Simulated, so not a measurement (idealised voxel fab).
The document below concerns the process module designated voxel trench capacitor.
245 nm wide, 5 nm square cells: that's cross-section cut.
Think of the cross-section as a grid of square cells. We describe it in bands, top to bottom, and each band covers one or more rows of those cells.
Within each band entry, the heights of the top and of the bottom of the band appear first, in that order and in nm; the materials of the band then follow from left to right, each with its corresponding width in nm. The designation "everywhere" on a single material indicates that it fills the band from edge to edge; the designation "air" indicates empty space.
Height is counted from the level 0, under which the received wafer is composed throughout of one material. The lowest of the bands is not closed at the bottom but continues downward, in the notation "top 0, no bottom".
A width given as "30->40" starts at the first number in the band's top row and ends at the second number in its bottom row, shifting by an equal amount at every step from row to row.
The cross-section has no changed cell in any step marked "no change occurred".
"Unvented internal voids": empty spaces of 8 cells or more with no open way to the top, each given as width x height at distance, distance from the left edge, all in nm.
The remark found on a step's line after its settings is issued by the simulator itself and pertains to that step.
The optional step-line setting "overlay nm" applies to steps with a mask and quantifies how far to the right of its planned location the mask lay, a negative value indicating leftward placement.

### Set out below are the planned steps of the process
step 1: RECEIVE (material Si)
step 2: CONFORMAL_DEP (material SiN; thk nm 10)
step 3: PATTERN (tone open; mask id TRENCH; material resist; width nm 25; pitch nm 55; thk nm 20; overlay nm 0)
step 4: DIRECTIONAL_ETCH (etch materials SiN; depth nm 10)
step 5: DIRECTIONAL_ETCH (etch materials Si; depth nm 25)
step 6: STRIP (etch materials resist)
step 7: CONFORMAL_DEP (material Al2O3; thk nm 5)
step 8: CONFORMAL_DEP (material TiN; thk nm 5)
step 9: FILL_DEP (material W; thk nm 10)
step 10: CMP (height nm 10)

### Incoming wafer in cross-section (state: after step 1)
* top 0, no bottom | Si everywhere
* Unvented internal voids: none

### Cross-section taken at module completion on the first of two wafers; processed per the plan
* top 10, bottom 0 | SiN 55 nm; Al2O3 5 nm; TiN 5 nm; W 5 nm; TiN 5 nm; Al2O3 5 nm; SiN 30 nm; Al2O3 5 nm; TiN 5 nm; W 5 nm; TiN 5 nm; Al2O3 5 nm; SiN 30 nm; Al2O3 5 nm; TiN 5 nm; W 5 nm; TiN 5 nm; Al2O3 5 nm; SiN 55 nm
* top 0, bottom -15 | Si 55 nm; Al2O3 5 nm; TiN 5 nm; W 5 nm; TiN 5 nm; Al2O3 5 nm; Si 30 nm; Al2O3 5 nm; TiN 5 nm; W 5 nm; TiN 5 nm; Al2O3 5 nm; Si 30 nm; Al2O3 5 nm; TiN 5 nm; W 5 nm; TiN 5 nm; Al2O3 5 nm; Si 55 nm
* top -15, bottom -20 | Si 55 nm; Al2O3 5 nm; TiN 15 nm; Al2O3 5 nm; Si 30 nm; Al2O3 5 nm; TiN 15 nm; Al2O3 5 nm; Si 30 nm; Al2O3 5 nm; TiN 15 nm; Al2O3 5 nm; Si 55 nm
* top -20, bottom -25 | Si 55 nm; Al2O3 25 nm; Si 30 nm; Al2O3 25 nm; Si 30 nm; Al2O3 25 nm; Si 55 nm
* top -25, no bottom | Si everywhere
* Unvented internal voids: none

### Here's the second of our two wafers sectioned at module end. Same start as the first, same plan, but one mistake got made running it
* top 10, bottom 0 | SiN 55 nm; TiN 5 nm; Al2O3 5 nm; W 5 nm; Al2O3 5 nm; TiN 5 nm; SiN 30 nm; TiN 5 nm; Al2O3 5 nm; W 5 nm; Al2O3 5 nm; TiN 5 nm; SiN 30 nm; TiN 5 nm; Al2O3 5 nm; W 5 nm; Al2O3 5 nm; TiN 5 nm; SiN 55 nm
* top 0, bottom -15 | Si 55 nm; TiN 5 nm; Al2O3 5 nm; W 5 nm; Al2O3 5 nm; TiN 5 nm; Si 30 nm; TiN 5 nm; Al2O3 5 nm; W 5 nm; Al2O3 5 nm; TiN 5 nm; Si 30 nm; TiN 5 nm; Al2O3 5 nm; W 5 nm; Al2O3 5 nm; TiN 5 nm; Si 55 nm
* top -15, bottom -20 | Si 55 nm; TiN 5 nm; Al2O3 15 nm; TiN 5 nm; Si 30 nm; TiN 5 nm; Al2O3 15 nm; TiN 5 nm; Si 30 nm; TiN 5 nm; Al2O3 15 nm; TiN 5 nm; Si 55 nm
* top -20, bottom -25 | Si 55 nm; TiN 25 nm; Si 30 nm; TiN 25 nm; Si 30 nm; TiN 25 nm; Si 55 nm
* top -25, no bottom | Si everywhere
* Unvented internal voids: none
What broke from the plan during processing? sequence error: steps 7 and 8 interchanged
End check, counted in cells, second wafer has more or fewer of these materials than the first: -12 Al2O3 | +12 TiN
